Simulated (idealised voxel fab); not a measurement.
Process module in this document: voxel plated lines
Section cut is 265 nm wide and gridded with 5 nm square cells.
A cross-section is written here as square cells arranged in a grid, and it is given in bands from the top down, each band taking up one or more rows of cells.
Read a band's entry like this: the first values are the height of its top and the height of its bottom in nm, and what follows is the sequence of materials from left to right, each with its width in nm. Note that "air" is empty space, and that a single material marked "all across" reaches across the band from edge to edge.
Height datum 0, below which the as-received substrate wafer is one material. Lowest band open at the bottom, running downward: "top 0, no bottom".
The width entry "30->40" should be interpreted row by row: the top row of cells in the band takes the first number, the bottom row takes the second number, and the change between adjacent rows is uniform throughout.
Key: "stayed the same" - step with no changed cell in the cross-section.
Closed empty spaces (no open way to the top) of 8 cells or more are what "Fully closed voids" lists, each as width x height at distance from the left edge, nm for all three.
The remark found on a step's line after its settings is issued by the simulator itself and pertains to that step.
"overlay nm" denotes, for a step that has a mask, the displacement of the mask to the right of its planned place, with negative values corresponding to the left.

Intended process steps
step 1: RECEIVE with material Si
step 2: CONFORMAL_DEP with material SiO2, thk nm 5
step 3: DIRECTIONAL_DEP with material TiN, thk nm 5
step 4: PATTERN with tone open, mask id LINES, material resist, width nm 15, pitch nm 40, thk nm 25, overlay nm 0
step 5: EPI with material Ru, thk nm 5
step 6: EPI with material Ru, thk nm 5
step 7: STRIP with etch materials resist
step 8: DIRECTIONAL_ETCH with etch materials TiN, depth nm 5
step 9: CONFORMAL_DEP with material SiCN, thk nm 10

Run as planned: first of two wafers

As-received state of the wafer in cross-section, equivalent to post-step 1
> top 0, no bottom = Si all across
> Fully closed voids: none

Presented here is a cross-section of the wafer after step 2 has been performed
> top 5, bottom 0 = SiO2 all across
> All layers under 0 are left as they were.

Presented here is a cross-section of the wafer after step 3 has been performed
> top 10, bottom 5 = TiN all across
> All layers under 5 are left as they were.

Presented here is a cross-section of the wafer after step 4 has been performed
> top 35, bottom 10 = resist: 105; air: 15; resist: 25; air: 15; resist: 105
> All layers under 10 are left as they were.

Presented here is a cross-section of the wafer after step 5 has been performed
> top 35, bottom 15 = resist: 105; air: 15; resist: 25; air: 15; resist: 105
> top 15, bottom 10 = resist: 105; Ru: 15; resist: 25; Ru: 15; resist: 105
> All layers under 10 are left as they were.

Presented here is a cross-section of the wafer after step 6 has been performed
> top 35, bottom 20 = resist: 105; air: 15; resist: 25; air: 15; resist: 105
> top 20, bottom 10 = resist: 105; Ru: 15; resist: 25; Ru: 15; resist: 105
> All layers under 10 are left as they were.

Presented here is a cross-section of the wafer after step 7 has been performed
> top 20, bottom 10 = air: 105; Ru: 15; air: 25; Ru: 15; air: 105
> All layers under 10 are left as they were.

Presented here is a cross-section of the wafer after step 8 has been performed
> top 20, bottom 10 = air: 105; Ru: 15; air: 25; Ru: 15; air: 105
> top 10, bottom 5 = air: 105; TiN: 15; air: 25; TiN: 15; air: 105
> All layers under 5 are left as they were.

Presented here is a cross-section of the wafer after step 9 has been performed
> top 30, bottom 20 = air: 95; SiCN: 35; air: 5; SiCN: 35; air: 95
> top 20, bottom 15 = air: 95; SiCN: 10; Ru: 15; SiCN: 10; air: 5; SiCN: 10; Ru: 15; SiCN: 10; air: 95
> top 15, bottom 10 = SiCN: 105; Ru: 15; SiCN: 25; Ru: 15; SiCN: 105
> top 10, bottom 5 = SiCN: 105; TiN: 15; SiCN: 25; TiN: 15; SiCN: 105
> All layers under 5 are left as they were.

Wafer two. Same start, same plan, one slip in execution. Same as wafer one through step 3, inclusive

Planned end of step 4: second wafer, cross-section
> top 35, bottom 10 = resist: 115; air: 15; resist: 25; air: 15; resist: 95
> All layers under 10 are left as they were.

Planned end of step 5: second wafer, cross-section
> top 35, bottom 15 = resist: 115; air: 15; resist: 25; air: 15; resist: 95
> top 15, bottom 10 = resist: 115; Ru: 15; resist: 25; Ru: 15; resist: 95
> All layers under 10 are left as they were.

Planned end of step 6: second wafer, cross-section
> top 35, bottom 20 = resist: 115; air: 15; resist: 25; air: 15; resist: 95
> top 20, bottom 10 = resist: 115; Ru: 15; resist: 25; Ru: 15; resist: 95
> All layers under 10 are left as they were.

Planned end of step 7: second wafer, cross-section
> top 20, bottom 10 = air: 115; Ru: 15; air: 25; Ru: 15; air: 95
> All layers under 10 are left as they were.

Planned end of step 8: second wafer, cross-section
> top 20, bottom 10 = air: 115; Ru: 15; air: 25; Ru: 15; air: 95
> top 10, bottom 5 = air: 115; TiN: 15; air: 25; TiN: 15; air: 95
> All layers under 5 are left as they were.

Planned end of step 9: second wafer, cross-section
> top 30, bottom 20 = air: 105; SiCN: 35; air: 5; SiCN: 35; air: 85
> top 20, bottom 15 = air: 105; SiCN: 10; Ru: 15; SiCN: 10; air: 5; SiCN: 10; Ru: 15; SiCN: 10; air: 85
> top 15, bottom 10 = SiCN: 115; Ru: 15; SiCN: 25; Ru: 15; SiCN: 95
> top 10, bottom 5 = SiCN: 115; TiN: 15; SiCN: 25; TiN: 15; SiCN: 95
> All layers under 5 are left as they were.
What was done differently from what was planned? step 4 off recipe, ran as PATTERN with tone open, mask id LINES, material resist, width nm 15, pitch nm 40, thk nm 25, overlay nm 10
Same inventory, different map: at the end, the second wafer holds as many cells of each material as the first, placed elsewhere.
